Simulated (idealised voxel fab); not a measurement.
You're looking at the process module voxel double patterning.
Section shown: cut. Width: 175 nm. Cell size: 5 nm, square.
Notation: cross-section as square-cell grid; stated in bands, top first, going down; one or more cell rows per band.
Basically the band line says how high the top is and how high the bottom is, in nm, and then what's in it from left to right, every material with its width in nm. Empty space shows up as "air", and if a single material carries "full width" it runs the full band edge to edge.
Height reference: 0 = level under which incoming wafer is all one material. Lowest band: no bottom, runs on downward, e.g. "from 0 down".
Graded width ("30->40"): value in top row of band = first number; value in bottom row = second number; row-to-row change constant.
No cell of the cross-section changed in a step that is given as "identical to before".
Enclosed voids (no open way to top), threshold 8 cells or more, entry "Closed cavity list", notation width x height at distance, distance from left edge, nm.
Text after the settings on a step's line: the simulator's own remark on that step.
"overlay nm" answers the question of how far to the right of plan the mask lay on a step that has a mask, and when it is negative the answer is to the left.

-- List of planned process steps
1: op RECEIVE | material Si
2: op CONFORMAL_DEP | material SiN | thk nm 5
3: op DIRECTIONAL_DEP | material SiO2 | thk nm 10
4: op DIRECTIONAL_DEP | material SiCN | thk nm 5
5: op DIRECTIONAL_DEP | material aC | thk nm 10
6: op PATTERN | tone open | mask id FIRST | material resist | width nm 15 | pitch nm 50 | thk nm 30 | overlay nm 0
7: op DIRECTIONAL_ETCH | etch materials aC | depth nm 10
8: op STRIP | etch materials resist
9: op DIRECTIONAL_ETCH | etch materials SiCN | depth nm 5
10: op STRIP | etch materials aC
11: op MASKED_ETCH | tone open | mask id SECOND | width nm 15 | etch materials SiCN | depth nm 5 | overlay nm 0
12: op DIRECTIONAL_ETCH | etch materials SiO2 | depth nm 10
13: op STRIP | etch materials SiCN
What sets these wafers apart? The thk nm at step 2. They all start alike, and the plan carries the first wafer's value.

-- Cross-section of the first of several received wafers, showing its state after step 1
from 0 down  Si full width
Closed cavity list: none

-- The table below has one row for each wafer; a row shows, as of the end of the module, how many cells of each material the wafer has gained, marked (+), or lost, marked (-), since it was received, and then the wafer's closed voids
thk nm 5, +35 SiN, +52 SiO2, Closed cavity list: none
thk nm 10, +70 SiN, +52 SiO2, Closed cavity list: none
thk nm 15, +105 SiN, +52 SiO2, Closed cavity list: none
thk nm 20, +140 SiN, +52 SiO2, Closed cavity list: none
thk nm 25, +175 SiN, +52 SiO2, Closed cavity list: none
